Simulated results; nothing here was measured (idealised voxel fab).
Process module, titled voxel double patterning
We display cut, a cross-section 155 nm in width whose square cells are each 5 nm.
We lay out every cross-section as a grid of square cells and spell it out in bands from the top down, where one band means one or more rows of cells.
Look at the band entry: it leads with the top's height and the bottom's height in nm. Then it lists the materials left to right, with a width in nm for each. The word "everywhere" on a single material says that material fills the band edge to edge. The word "blank" is empty space.
Zero point of the height axis is 0; under it, received wafer = one material. Lowest band: continues down indefinitely, "0 -> down".
Note: "30 to 40" means the width goes from the first number (top row of the band) to the second number (bottom row) in equal steps per row of cells.
"remained unchanged" means the step left every cell of the cross-section as it was.
The entry titled "Closed void entries" provides the empty spaces that have no open way to the top, restricted to those of 8 cells or more. Each is presented as width x height at distance, the distance being measured from the left edge, with all three in nm.
after a step's settings: what the simulator itself notes on the step
If you see "overlay nm" on a step's line and that step has a mask, it's telling you how far right of where it was planned the mask ended up; a negative number means it went left instead.

### Intended process steps
- 1: op RECEIVE | material Si
- 2: op CONFORMAL_DEP | material SiO2 | thk nm 10
- 3: op DIRECTIONAL_DEP | material polySi | thk nm 15
- 4: op DIRECTIONAL_DEP | material SiCN | thk nm 10
- 5: op MASKED_ETCH | tone open | mask id FIRST | width nm 15 | pitch nm 50 | etch materials SiCN | depth nm 10 | overlay nm 0
- 6: op MASKED_ETCH | tone open | mask id SECOND | width nm 15 | pitch nm 50 | etch materials SiCN | depth nm 10 | overlay nm 0
- 7: op DIRECTIONAL_ETCH | etch materials polySi | depth nm 15
- 8: op STRIP | etch materials SiCN

### First wafer, two in total, run as planned

### Wafer at receipt (post step 1), cross-section
0 -> down: Si everywhere
Closed void entries: none

### So this is the wafer cross-section right after step 2
10 -> 0: SiO2 everywhere
Below 0, the layers are the same as they were.

### So this is the wafer cross-section right after step 3
25 -> 10: polySi everywhere
Below 10, the layers are the same as they were.

### So this is the wafer cross-section right after step 4
35 -> 25: SiCN everywhere
Below 25, the layers are the same as they were.

### So this is the wafer cross-section right after step 5
35 -> 25: 20 SiCN  15 blank  35 SiCN  15 blank  35 SiCN  15 blank  20 SiCN
Below 25, the layers are the same as they were.

### So this is the wafer cross-section right after step 6
35 -> 25: 20 SiCN  15 blank  10 SiCN  15 blank  10 SiCN  15 blank  10 SiCN  15 blank  10 SiCN  15 blank  20 SiCN
Below 25, the layers are the same as they were.

### So this is the wafer cross-section right after step 7
35 -> 25: 20 SiCN  15 blank  10 SiCN  15 blank  10 SiCN  15 blank  10 SiCN  15 blank  10 SiCN  15 blank  20 SiCN
25 -> 10: 20 polySi  15 blank  10 polySi  15 blank  10 polySi  15 blank  10 polySi  15 blank  10 polySi  15 blank  20 polySi
Below 10, the layers are the same as they were.

### So this is the wafer cross-section right after step 8
25 -> 10: 20 polySi  15 blank  10 polySi  15 blank  10 polySi  15 blank  10 polySi  15 blank  10 polySi  15 blank  20 polySi
Below 10, the layers are the same as they were.

### The second wafer began exactly as the first did and followed the same plan, but one mistake was made while running it; through step 1 inclusive, the two wafers are identical

### The second wafer cut through, at the time step 2 was supposed to be finished
15 -> 0: polySi everywhere
Below 0, the layers are the same as they were.

### The second wafer cut through, at the time step 3 was supposed to be finished
25 -> 15: SiO2 everywhere
Below 15, the layers are the same as they were.

### The second wafer cut through, at the time step 4 was supposed to be finished
35 -> 25: SiCN everywhere
Below 25, the layers are the same as they were.

### The second wafer cut through, at the time step 5 was supposed to be finished
35 -> 25: 20 SiCN  15 blank  35 SiCN  15 blank  35 SiCN  15 blank  20 SiCN
Below 25, the layers are the same as they were.

### The second wafer cut through, at the time step 6 was supposed to be finished
35 -> 25: 20 SiCN  15 blank  10 SiCN  15 blank  10 SiCN  15 blank  10 SiCN  15 blank  10 SiCN  15 blank  20 SiCN
Below 25, the layers are the same as they were.

The second wafer cut through, at the time step 7 was supposed to be finished: remained unchanged

### The second wafer cut through, at the time step 8 was supposed to be finished
25 -> 15: SiO2 everywhere
Below 15, the layers are the same as they were.
Where did the run depart from the plan? transposition of steps 2 and 3 relative to the planned sequence
The second wafer ends with more or fewer cells of some materials than the first, per final count: polySi: 45 more
